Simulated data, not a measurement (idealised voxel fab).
The process module that follows is named voxel transistor to metal.
This is section cut - it's 155 nm across, gridded in 5 nm square cells.
In what follows, cross-sections appear as grids of square cells, described through bands that run from the top down, where every band is one or more rows of cells.
Read a band's entry like this: the first values are the height of its top and the height of its bottom in nm, and what follows is the sequence of materials from left to right, each with its width in nm. Note that "blank" is empty space, and that a single material marked "all across" reaches across the band from edge to edge.
Basically, 0 is our baseline, since under it the wafer straight out of the box is all one material. The bottom band has no lower end and keeps on going down, so it looks like "0 nm and below".
Per-row width for "30->40": begins at first number (top row of band), ends at second number (bottom row), increment between rows held constant.
Take "all unchanged" at face value: in the step it is given for, the cross-section changed in none of its cells.
Empty spaces counting at least 8 cells and having no open way to the top are listed in "Closed void table". The notation width x height at distance is used for each, the distance being from the left edge and all three values in nm.
Heads up: the bit after the settings on a step's line is the simulator's remark on that step.
overlay nm: how far to the right of its planned place the mask lay on this masked step (negative: to the left).
**Listed below are the process steps as planned**
1) RECEIVE with material Si
2) OXIDIZE with depth nm 5
3) CONFORMAL_DEP with material SiN, thk nm 10
4) MASKED_ETCH with tone cover, mask id ACTIVE, width nm 105, etch materials SiN, depth nm 10, overlay nm 0
5) MASKED_ETCH with tone cover, mask id ACTIVE, width nm 105, etch materials SiO2, depth nm 5, overlay nm 0
6) MASKED_ETCH with tone cover, mask id ACTIVE, width nm 105, etch materials Si, depth nm 25, overlay nm 0
7) OXIDIZE with depth nm 5
8) FILL_DEP with material SiO2, thk nm 5
9) CMP with height nm 10
10) SELECTIVE_ETCH with etch materials SiO2, depth nm 10
11) STRIP with etch materials SiN
12) SELECTIVE_ETCH with etch materials SiO2, depth nm 5
13) OXIDIZE with depth nm 5
14) DIRECTIONAL_DEP with material polySi, thk nm 30
15) DIRECTIONAL_DEP with material SiCN, thk nm 15
16) DIRECTIONAL_DEP with material aC, thk nm 15
17) PATTERN with tone cover, mask id GATE, material resist, width nm 25, thk nm 30, overlay nm 0
18) DIRECTIONAL_ETCH with etch materials aC, depth nm 15
19) STRIP with etch materials resist
20) DIRECTIONAL_ETCH with etch materials SiCN, depth nm 25
21) DIRECTIONAL_ETCH with etch materials polySi, depth nm 40
22) STRIP with etch materials aC
23) CONFORMAL_DEP with material SiO2, thk nm 5
24) DIRECTIONAL_ETCH with etch materials SiO2, depth nm 5
25) CONFORMAL_DEP with material SiN, thk nm 5
26) DIRECTIONAL_ETCH with etch materials SiN, depth nm 5
27) DIRECTIONAL_ETCH with etch materials SiO2, depth nm 5
28) EPI with material nSi, thk nm 5
29) FILL_DEP with material SiO2, thk nm 10
30) CMP with height nm 25
31) STRIP with etch materials polySi
32) SELECTIVE_ETCH with etch materials SiO2, depth nm 5
33) CONFORMAL_DEP with material HfO2, thk nm 5
34) CONFORMAL_DEP with material TiN, thk nm 5
35) FILL_DEP with material W, thk nm 5
36) CMP with height nm 20
37) DIRECTIONAL_DEP with material SiO2, thk nm 15
38) DIRECTIONAL_DEP with material aC, thk nm 15
39) PATTERN with tone open, mask id CONTACT, material resist, width nm 20, pitch nm 75, thk nm 35, overlay nm 0
40) DIRECTIONAL_ETCH with etch materials aC, depth nm 15
41) STRIP with etch materials resist
42) DIRECTIONAL_ETCH with etch materials SiO2, depth nm 40
43) STRIP with etch materials aC
44) CONFORMAL_DEP with material TiN, thk nm 5
45) FILL_DEP with material W, thk nm 5
46) CMP with height nm 35
47) CONFORMAL_DEP with material SiCN, thk nm 5
48) DIRECTIONAL_DEP with material lowk, thk nm 25
49) PATTERN with tone open, mask id METAL_1, material resist, width nm 20, pitch nm 75, thk nm 20, overlay nm 0
50) DIRECTIONAL_ETCH with etch materials lowk, depth nm 25
51) DIRECTIONAL_ETCH with etch materials SiCN, depth nm 5
52) STRIP with etch materials resist
53) CONFORMAL_DEP with material TiN, thk nm 5
54) FILL_DEP with material Ru, thk nm 5
55) CMP with height nm 65
56) EPI with material Ru, thk nm 5
57) FILL_DEP with material SiCN, thk nm 5
58) DIRECTIONAL_DEP with material SiO2, thk nm 30
59) PATTERN with tone open, mask id METAL_2_HOLES, material resist, width nm 15, pitch nm 75, thk nm 15, overlay nm 0
60) DIRECTIONAL_ETCH with etch materials SiO2, depth nm 30
61) STRIP with etch materials resist
62) DIRECTIONAL_DEP with material aC, thk nm 10
63) PATTERN with tone open, mask id METAL_2, material resist, width nm 20, pitch nm 75, thk nm 25, overlay nm 0
64) DIRECTIONAL_ETCH with etch materials aC, depth nm 10
65) STRIP with etch materials resist
66) DIRECTIONAL_ETCH with etch materials SiO2, depth nm 15
67) DIRECTIONAL_ETCH with etch materials SiCN, depth nm 5
68) STRIP with etch materials aC
69) CONFORMAL_DEP with material TiN, thk nm 5
70) FILL_DEP with material Cu, thk nm 10
71) CMP with height nm 105
72) CONFORMAL_DEP with material SiCN, thk nm 5
**Wafer cross-section on receipt, i.e. after step 1**
- 0 nm and below: Si all across
- Closed void table: none
**a wafer at the end: this start, this plan, one mistake**
- 110 nm to 105 nm: SiCN all across
- 105 nm to 95 nm: 30 SiO2; 5 TiN; 10 Cu; 5 TiN; 55 SiO2; 5 TiN; 10 Cu; 5 TiN; 30 SiO2
- 95 nm to 90 nm: 30 SiO2; 5 TiN; 5 Cu; 10 TiN; 55 SiO2; 5 TiN; 5 Cu; 10 TiN; 30 SiO2
- 90 nm to 75 nm: 30 SiO2; 5 TiN; 5 Cu; 5 TiN; 60 SiO2; 5 TiN; 5 Cu; 5 TiN; 35 SiO2
- 75 nm to 70 nm: 30 SiCN; 15 TiN; 60 SiCN; 15 TiN; 35 SiCN
- 70 nm to 65 nm: 35 Ru; 10 SiCN; 65 Ru; 10 SiCN; 35 Ru
- 65 nm to 40 nm: 25 Ru; 5 TiN; 20 lowk; 5 TiN; 45 Ru; 5 TiN; 20 lowk; 5 TiN; 25 Ru
- 40 nm to 35 nm: 30 TiN; 20 SiCN; 55 TiN; 20 SiCN; 30 TiN
- 35 nm to 20 nm: 30 SiO2; 5 TiN; 10 W; 5 TiN; 55 SiO2; 5 TiN; 10 W; 5 TiN; 30 SiO2
- 20 nm to 0 nm: 30 SiO2; 5 TiN; 10 W; 5 TiN; 5 SiO2; 5 SiN; 5 HfO2; 5 TiN; 15 W; 5 TiN; 5 HfO2; 5 SiN; 5 SiO2; 5 TiN; 10 W; 5 TiN; 30 SiO2
- 0 nm to -5 nm: 30 SiO2; 20 TiN; 5 SiO2; 5 SiN; 5 HfO2; 25 TiN; 5 HfO2; 5 SiN; 5 SiO2; 20 TiN; 30 SiO2
- -5 nm to -10 nm: 25 SiO2; 30 nSi; 5 SiO2; 35 HfO2; 5 SiO2; 30 nSi; 25 SiO2
- -10 nm to -35 nm: 30 SiO2; 95 Si; 30 SiO2
- -35 nm and below: Si all across
- Closed void table: none
Where did the run depart from the plan? step 49 did not use the planned setting and instead ran as PATTERN with tone cover, mask id METAL_1, material resist, width nm 20, pitch nm 75, thk nm 20, overlay nm 0
